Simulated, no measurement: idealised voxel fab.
Process module name: voxel transistor to metal
Xsec cut, 170 nm wide, square cell size 5 nm.
Square cells in a grid make up a cross-section in this document, and the grid is given as bands, listed from the top down, each one or more rows of cells. Quick guide to a band line: top height, bottom height (nm) up front; then every material left to right with its width in nm. Only one material and it's marked "throughout"? Then it fills the band edge to edge. And "empty" just means empty space. The reference from which all heights are counted is 0, the level beneath which the as-received wafer is entirely one material; the lowest band, having no lower bound, proceeds downward and is written after the example "from 0 down". A two-number width, for instance "30 to 40", indicates that the width is equal to the first number in the top row of the band and to the second number in the bottom row, and that it changes by a constant amount per row of cells. "stayed the same" (step): cross-section cells unchanged, all of them. "Closed void register": sealed empty spaces, 8 cells or more, no open way to top, listed width x height at distance, with distance from the left edge and width, height and distance in nm. Formally, on a step line, whatever follows the settings is a remark that the simulator itself makes on the step. The "overlay nm" setting may appear on a step's line; for a step that uses a mask, it gives how far to the right of its planned position the mask lay, and a negative value indicates the left.
So here's the lineup of process steps we planned
1,RECEIVE [material Si]
2,OXIDIZE [depth nm 5]
3,CONFORMAL_DEP [material SiN] [thk nm 10]
4,MASKED_ETCH [tone cover] [mask id ACTIVE] [width nm 100] [etch materials SiN] [depth nm 10] [overlay nm 0]
5,MASKED_ETCH [tone cover] [mask id ACTIVE] [width nm 100] [etch materials SiO2] [depth nm 5] [overlay nm 0]
6,MASKED_ETCH [tone cover] [mask id ACTIVE] [width nm 100] [etch materials Si] [depth nm 30] [overlay nm 0]
7,FILL_DEP [material SiO2] [thk nm 10]
8,CMP [height nm 10]
9,SELECTIVE_ETCH [etch materials SiO2] [depth nm 10]
10,STRIP [etch materials SiN]
11,SELECTIVE_ETCH [etch materials SiO2] [depth nm 5]
12,OXIDIZE [depth nm 5]
13,DIRECTIONAL_DEP [material polySi] [thk nm 30]
14,DIRECTIONAL_DEP [material SiCN] [thk nm 10]
15,PATTERN [tone cover] [mask id GATE] [material resist] [width nm 30] [thk nm 15] [overlay nm 0]
16,DIRECTIONAL_ETCH [etch materials SiCN] [depth nm 20]
17,DIRECTIONAL_ETCH [etch materials polySi] [depth nm 40]
18,STRIP [etch materials resist]
19,CONFORMAL_DEP [material SiO2] [thk nm 5]
20,DIRECTIONAL_ETCH [etch materials SiO2] [depth nm 5]
21,CONFORMAL_DEP [material SiN] [thk nm 10]
22,DIRECTIONAL_ETCH [etch materials SiN] [depth nm 10]
23,DIRECTIONAL_ETCH [etch materials SiO2] [depth nm 5]
24,DIRECTIONAL_ETCH [etch materials Si] [depth nm 10]
25,EPI [material nSi] [thk nm 10]
26,FILL_DEP [material SiO2] [thk nm 10]
27,CMP [height nm 25]
28,STRIP [etch materials polySi]
29,SELECTIVE_ETCH [etch materials SiO2] [depth nm 5]
30,CONFORMAL_DEP [material HfO2] [thk nm 5]
31,CONFORMAL_DEP [material TiN] [thk nm 5]
32,FILL_DEP [material W] [thk nm 10]
33,CMP [height nm 20]
34,DIRECTIONAL_DEP [material SiO2] [thk nm 15]
35,PATTERN [tone open] [mask id CONTACT] [material resist] [width nm 15] [pitch nm 75] [thk nm 20] [overlay nm 0]
36,DIRECTIONAL_ETCH [etch materials SiO2] [depth nm 45]
37,STRIP [etch materials resist]
38,CONFORMAL_DEP [material TiN] [thk nm 5]
39,FILL_DEP [material W] [thk nm 5]
40,CMP [height nm 35]
41,CONFORMAL_DEP [material SiN] [thk nm 5]
42,DIRECTIONAL_DEP [material lowk] [thk nm 20]
43,MASKED_ETCH [tone open] [mask id METAL_1] [width nm 15] [pitch nm 75] [etch materials lowk] [depth nm 20] [overlay nm 0]
44,MASKED_ETCH [tone open] [mask id METAL_1] [width nm 15] [pitch nm 75] [etch materials SiN] [depth nm 5] [overlay nm 0]
45,CONFORMAL_DEP [material TiN] [thk nm 5]
46,FILL_DEP [material Ru] [thk nm 10]
47,CMP [height nm 60]
48,EPI [material Ru] [thk nm 5]
49,FILL_DEP [material SiCN] [thk nm 5]
50,DIRECTIONAL_DEP [material lowk] [thk nm 25]
51,MASKED_ETCH [tone open] [mask id METAL_2] [width nm 15] [pitch nm 75] [etch materials lowk] [depth nm 15] [overlay nm 0]
52,MASKED_ETCH [tone open] [mask id METAL_2_HOLES] [width nm 15] [pitch nm 75] [etch materials lowk] [depth nm 10] [overlay nm 0]
53,MASKED_ETCH [tone open] [mask id METAL_2_HOLES] [width nm 15] [pitch nm 75] [etch materials SiCN] [depth nm 5] [overlay nm 0]
54,CONFORMAL_DEP [material TiN] [thk nm 5]
55,FILL_DEP [material Cu] [thk nm 10]
56,CMP [height nm 95]
57,CONFORMAL_DEP [material SiCN] [thk nm 5]
Wafer at receipt (post step 1), cross-section
  from 0 down  Si throughout
  Closed void register: none
As-planned run: cross-section of the first of two wafers at end of module
  from 100 to 95  SiCN throughout
  from 95 to 70  lowk (40)  TiN (5)  Cu (5)  TiN (5)  lowk (60)  TiN (5)  Cu (5)  TiN (5)  lowk (40)
  from 70 to 65  SiCN (40)  TiN (15)  SiCN (60)  TiN (15)  SiCN (40)
  from 65 to 60  SiCN (35)  Ru (25)  SiCN (50)  Ru (25)  SiCN (35)
  from 60 to 40  lowk (40)  TiN (5)  Ru (5)  TiN (5)  lowk (60)  TiN (5)  Ru (5)  TiN (5)  lowk (40)
  from 40 to 35  SiN (40)  TiN (15)  SiN (60)  TiN (15)  SiN (40)
  from 35 to 20  SiO2 (40)  TiN (5)  W (5)  TiN (5)  SiO2 (60)  TiN (5)  W (5)  TiN (5)  SiO2 (40)
  from 20 to 5  SiO2 (40)  TiN (5)  W (5)  TiN (5)  SiN (10)  HfO2 (5)  TiN (5)  W (20)  TiN (5)  HfO2 (5)  SiN (10)  TiN (5)  W (5)  TiN (5)  SiO2 (40)
  from 5 to 0  SiO2 (40)  TiN (15)  SiN (10)  HfO2 (5)  TiN (5)  W (20)  TiN (5)  HfO2 (5)  SiN (10)  TiN (15)  SiO2 (40)
  from 0 to -5  SiO2 (40)  TiN (5)  nSi (10)  SiN (10)  HfO2 (5)  TiN (30)  HfO2 (5)  SiN (10)  nSi (10)  TiN (5)  SiO2 (40)
  from -5 to -10  SiO2 (40)  TiN (5)  nSi (10)  SiO2 (10)  HfO2 (40)  SiO2 (10)  nSi (10)  TiN (5)  SiO2 (40)
  from -10 to -20  SiO2 (35)  nSi (20)  Si (60)  nSi (20)  SiO2 (35)
  from -20 to -35  SiO2 (35)  Si (100)  SiO2 (35)
  from -35 down  Si throughout
  Closed void register: none
Cross-sectional view of the second of two wafers upon completion of the module. This wafer shared its starting condition and process plan with the first; one error was made during its execution
  from 100 to 95  SiCN throughout
  from 95 to 70  lowk (40)  TiN (5)  Cu (5)  TiN (5)  lowk (60)  TiN (5)  Cu (5)  TiN (5)  lowk (40)
  from 70 to 65  SiCN (40)  TiN (15)  SiCN (60)  TiN (15)  SiCN (40)
  from 65 to 55  Ru throughout
  from 55 to 50  TiN (45)  Ru (5)  TiN (70)  Ru (5)  TiN (45)
  from 50 to 30  lowk (40)  TiN (5)  Ru (5)  TiN (5)  lowk (60)  TiN (5)  Ru (5)  TiN (5)  lowk (40)
  from 30 to 25  SiN (40)  TiN (15)  SiN (60)  TiN (15)  SiN (40)
  from 25 to 20  SiO2 (40)  TiN (5)  W (5)  TiN (5)  SiO2 (60)  TiN (5)  W (5)  TiN (5)  SiO2 (40)
  from 20 to 5  SiO2 (40)  TiN (5)  W (5)  TiN (5)  SiN (10)  HfO2 (5)  TiN (5)  W (20)  TiN (5)  HfO2 (5)  SiN (10)  TiN (5)  W (5)  TiN (5)  SiO2 (40)
  from 5 to 0  SiO2 (40)  TiN (15)  SiN (10)  HfO2 (5)  TiN (5)  W (20)  TiN (5)  HfO2 (5)  SiN (10)  TiN (15)  SiO2 (40)
  from 0 to -5  SiO2 (40)  TiN (5)  nSi (10)  SiN (10)  HfO2 (5)  TiN (30)  HfO2 (5)  SiN (10)  nSi (10)  TiN (5)  SiO2 (40)
  from -5 to -10  SiO2 (40)  TiN (5)  nSi (10)  SiO2 (10)  HfO2 (40)  SiO2 (10)  nSi (10)  TiN (5)  SiO2 (40)
  from -10 to -20  SiO2 (35)  nSi (20)  Si (60)  nSi (20)  SiO2 (35)
  from -20 to -35  SiO2 (35)  Si (100)  SiO2 (35)
  from -35 down  Si throughout
  Closed void register: none
Heads up, the wafer didn't run the way we planned it: step 40 was run on a setting that differed from the plan, and what really ran there is CMP [height nm 25]
Counted in cells at the end, the second wafer holds more or fewer of these materials than the first: 60 more of Ru, 24 fewer of SiCN, 56 fewer of SiO2, 24 more of TiN, 4 fewer of W
